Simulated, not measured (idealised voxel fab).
process module | voxel gate over fins
It is cross-section cut that appears here, measuring 220 nm in width, its square cells being 5 nm in size.
If you're reading a cross-section in this doc, picture square cells in a grid; it comes to you as bands, top ones listed first down to the bottom, and a band can be one or more rows of cells.
Top, bottom (nm), then materials left to right with widths (nm); lone material tagged "everywhere" fills the whole band edge to edge; "air" = empty space.
We count height from 0. Below that, the starting wafer is all one material. The lowest band never ends at the bottom but goes on down; see "0 -> down" for how that is written.
Read "30 to 40" as a graded width: first number on top, second number at the bottom, same change between each pair of neighbouring rows.
Where a step carries "same as before", the cross-section came out of it unchanged, cell for cell.
"Voids, fully enclosed" specifies each empty space that is not open to the top and that occupies no fewer than 8 cells, using the form width x height at distance, the distance measured from the left edge and all three quantities in nm.
Heads up: the bit after the settings on a step's line is the simulator's remark on that step.
Among the settings permitted on a step's line is "overlay nm"; applied to a step with a mask, it specifies the extent to which the mask lay to the right of its planned position, whereas a negative figure signifies a position to the left.
The planned process steps are enumerated hereunder
- 1: RECEIVE,material Si
- 2: CONFORMAL_DEP,material SiN,thk nm 5
- 3: MASKED_ETCH,tone cover,mask id FINS,width nm 15,pitch nm 45,etch materials SiN,depth nm 5,overlay nm 0
- 4: MASKED_ETCH,tone cover,mask id FINS,width nm 15,pitch nm 45,etch materials Si,depth nm 30,overlay nm 0
- 5: FILL_DEP,material SiO2,thk nm 15
- 6: CMP,height nm 5
- 7: SELECTIVE_ETCH,etch materials SiO2,depth nm 20
- 8: STRIP,etch materials SiN
- 9: CONFORMAL_DEP,material HfO2,thk nm 5
- 10: CONFORMAL_DEP,material TiN,thk nm 5
- 11: FILL_DEP,material W,thk nm 15
- 12: CMP,height nm 20
- 13: CONFORMAL_DEP,material SiN,thk nm 5
As received, after step 1
	0 -> down | Si everywhere
	Voids, fully enclosed: none
Wafer at module end, in section. Began as above, planned as above, run with one mistake
	25 -> 20 | SiN everywhere
	20 -> 5 | W everywhere
	5 -> 0 | W (30) / TiN (25) / W (20) / TiN (25) / W (20) / TiN (25) / W (20) / TiN (25) / W (30)
	0 -> -10 | W (30) / TiN (5) / Si (15) / TiN (5) / W (20) / TiN (5) / Si (15) / TiN (5) / W (20) / TiN (5) / Si (15) / TiN (5) / W (20) / TiN (5) / Si (15) / TiN (5) / W (30)
	-10 -> -15 | TiN (35) / Si (15) / TiN (30) / Si (15) / TiN (30) / Si (15) / TiN (30) / Si (15) / TiN (35)
	-15 -> -30 | SiO2 (35) / Si (15) / SiO2 (30) / Si (15) / SiO2 (30) / Si (15) / SiO2 (30) / Si (15) / SiO2 (35)
	-30 -> down | Si everywhere
	Voids, fully enclosed: none
In executing the process, a mistake was made relative to the plan: step 9 of the plan: omitted, not performed
